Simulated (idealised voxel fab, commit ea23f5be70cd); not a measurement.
The document below concerns the process module designated voxel plated lines.
The width of the displayed cross-section, cut, is 225 nm; its cells are square, with a size of 5 nm.
If you're reading a cross-section in this doc, picture square cells in a grid; it comes to you as bands, top ones listed first down to the bottom, and a band can be one or more rows of cells.
Heights first: top, then bottom, in nm. Then materials, left to right, each with a width in nm. "throughout" on a single material: fills the band edge to edge. "empty": empty space.
Heights are expressed relative to 0, this being the level below which the as-received wafer comprises one material exclusively. The lowest band is unbounded in the downward direction and is denoted as in "0..down".
The expression "30 to 40" gives the width at the extremes of the band, the first number at its top row of cells and the second at its bottom row, with the width changing by equal amounts from each row to the next in between.
"remains unaltered", as given for a step, is the statement that not any cell of the cross-section underwent a change during that step.
Closed empty spaces (no open way to the top) of 8 cells or more are what "Closed cavities" lists, each as width x height at distance from the left edge, nm for all three.
That trailing text on a step's line, after the settings, is the simulator's own remark on the step.
When a step includes a mask, the "overlay nm" setting on its line states how far to the right of its planned place that mask lay, and negative values state how far to the left.
This section lists the process steps that were planned:
1 RECEIVE | material Si
2 CONFORMAL_DEP | material Al2O3 | thk nm 5
3 DIRECTIONAL_DEP | material TiN | thk nm 5
4 PATTERN | tone open | mask id LINES | material resist | width nm 20 | pitch nm 35 | thk nm 40 | overlay nm -15
5 EPI | material Ru | thk nm 5
6 EPI | material Ru | thk nm 10
7 EPI | material Ru | thk nm 5
8 STRIP | etch materials resist
9 DIRECTIONAL_ETCH | etch materials TiN | depth nm 5
10 CONFORMAL_DEP | material SiN | thk nm 5
Across this set of wafers, the varied parameter is the overlay nm of step 4. Starting conditions are identical for every wafer, and the plan reports the value assigned to the first wafer.
So this is the first of several wafers, cross-sectioned as it came to us, meaning it's at the end of step 1:
  0..down = Si throughout
  Closed cavities: none
Note: the following table is arranged by wafer, a row apiece. Each row reports the end-of-module state: per material, cells gained (+) or cells lost (-) compared with the wafer as received; closed voids follow:
overlay nm -15; +45 Al2O3; +64 Ru; +85 SiN; +16 TiN; Closed cavities: none
overlay nm -10; +45 Al2O3; +64 Ru; +85 SiN; +16 TiN; Closed cavities: none
overlay nm -5; +45 Al2O3; +64 Ru; +85 SiN; +16 TiN; Closed cavities: none
overlay nm 0; +45 Al2O3; +64 Ru; +85 SiN; +16 TiN; Closed cavities: none
overlay nm 5; +45 Al2O3; +64 Ru; +85 SiN; +16 TiN; Closed cavities: none
overlay nm 10; +45 Al2O3; +64 Ru; +85 SiN; +16 TiN; Closed cavities: none
overlay nm 15; +45 Al2O3; +64 Ru; +85 SiN; +16 TiN; Closed cavities: none
